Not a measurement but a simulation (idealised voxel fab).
process module | voxel double patterning
cross-section cut | 275 nm wide | cells 5 nm
A cross-section is a grid of square cells, given in bands from the top down. A band is one or more rows of cells.
Each band's line starts with the height of the band's top and of its bottom, in nm. Then come its materials from left to right, each with its width in nm. One material with "throughout" fills the band from edge to edge. "air" is empty space.
Height 0 is the level under which the wafer as received is all one material. The lowest band goes on downwards, as in "0 down".
A width such as "30 to 40" changes by the same amount from each row of cells to the next, from the band's top row to its bottom row.
"no change" after a step means that no cell of the cross-section changed.
closed voids: empty space of 8 cells or more with no open way to the top, each as width x height at its distance from the left edge, in nm
after a step's settings: what the simulator itself notes on the step
overlay nm, on a step with a mask: how far to the right of its planned place the mask lay; to the left if negative
plan
1 op RECEIVE | material Si
2 op CONFORMAL_DEP | material SiO2 | thk nm 10
3 op DIRECTIONAL_DEP | material polySi | thk nm 15
4 op DIRECTIONAL_DEP | material SiCN | thk nm 5
5 op MASKED_ETCH | tone open | mask id FIRST | width nm 15 | pitch nm 50 | etch materials SiCN | depth nm 5 | overlay nm 0
6 op DIRECTIONAL_DEP | material aC | thk nm 10
7 op PATTERN | tone open | mask id SECOND | material resist | width nm 15 | pitch nm 50 | thk nm 25 | overlay nm 0
8 op DIRECTIONAL_ETCH | etch materials aC | depth nm 10
9 op STRIP | etch materials resist
10 op DIRECTIONAL_ETCH | etch materials SiCN | depth nm 5
11 op STRIP | etch materials aC
12 op DIRECTIONAL_ETCH | etch materials polySi | depth nm 15
13 op STRIP | etch materials SiCN
as received, after step 1
  0 down: Si throughout
  closed voids: none
first wafer at the end, as planned
  25 to 10: polySi 80 | air 15 | polySi 10 | air 15 | polySi 10 | air 15 | polySi 10 | air 15 | polySi 10 | air 15 | polySi 80
  10 to 0: SiO2 throughout
  0 down: Si throughout
  closed voids: none
second wafer at the end: like start, like plan, one mistake
  15 to 0: polySi 80 | air 15 | polySi 10 | air 15 | polySi 10 | air 15 | polySi 10 | air 15 | polySi 10 | air 15 | polySi 80
  0 down: Si throughout
  closed voids: none
what went wrong: step 2 was left out
at the end the second wafer has, in cells: 110 fewer of SiO2
